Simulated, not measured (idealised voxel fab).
Documented hereafter: the process module known as voxel air gaps.
Displayed cross-section: cut, width of 300 nm, square cells sized 5 nm.
Just so we're on the same page, the cross-sections are grids of square cells, and they're listed out in bands top to bottom, each band one or more rows deep.
In this notation a band is specified by the heights of its top and bottom, in that order and in nm, after which its materials appear from left to right, each paired with its width in nm. The word "throughout" attached to a single material means that material fills the band from edge to edge; the word "blank" stands for empty space.
The level at which height equals 0 is the one under which the wafer, as it arrives, is entirely one material. No lower edge exists for the bottom band, which continues downward and is notated as in "0 nm and below".
A width given as "30 to 40" starts at the first number in the band's top row and ends at the second number in its bottom row, shifting by an equal amount at every step from row to row.
"remains unaltered" means the step left every cell of the cross-section as it was.
"Closed-off voids" enumerates empty spaces isolated from the top, with no open way to it, that contain at least 8 cells, giving each as width x height at distance from the left edge, all three in nm.
Read whatever lies past the settings on a step's line as the simulator's own remark about the step.
overlay nm: on a step with a mask, how far right of its planned place the mask lay; negative means left.
**Planned step list for the process**
1) RECEIVE [material Si]
2) CONFORMAL_DEP [material SiO2] [thk nm 15]
3) CONFORMAL_DEP [material SiN] [thk nm 5]
4) DIRECTIONAL_DEP [material lowk] [thk nm 35]
5) PATTERN [tone open] [mask id LINES] [material resist] [width nm 15] [pitch nm 40] [thk nm 15] [overlay nm 0]
6) DIRECTIONAL_ETCH [etch materials lowk] [depth nm 35]
7) STRIP [etch materials resist]
8) CONFORMAL_DEP [material TiN] [thk nm 5]
9) FILL_DEP [material Ru] [thk nm 5]
10) CMP [height nm 55]
11) EPI [material Ru] [thk nm 10]
12) SELECTIVE_ETCH [etch materials lowk] [depth nm 45]
13) CONFORMAL_DEP [material SiCN] [thk nm 5]
Wafer-to-wafer difference: thk nm, step 3. Common start. Plan = first wafer's value.
**After step 1, as received: first of several wafers, cross-section**
    0 nm and below | Si throughout
    Closed-off voids: none
**The following table contains a row per wafer, in which are reported, at the conclusion of the module, the cells of each material gained (+) or lost (-) since the wafer's receipt, with its closed voids given thereafter**
thk nm 5 | +80 Ru | +152 SiCN | +60 SiN | +180 SiO2 | +60 TiN | Closed-off voids: 15 x 25 at 100; 15 x 25 at 140; 15 x 25 at 180
thk nm 10 | +76 Ru | +144 SiCN | +120 SiN | +180 SiO2 | +52 TiN | Closed-off voids: 15 x 20 at 100; 15 x 20 at 140; 15 x 20 at 180
thk nm 15 | +72 Ru | +136 SiCN | +180 SiN | +180 SiO2 | +44 TiN | Closed-off voids: 15 x 15 at 100; 15 x 15 at 140; 15 x 15 at 180
thk nm 20 | +68 Ru | +128 SiCN | +240 SiN | +180 SiO2 | +36 TiN | Closed-off voids: none
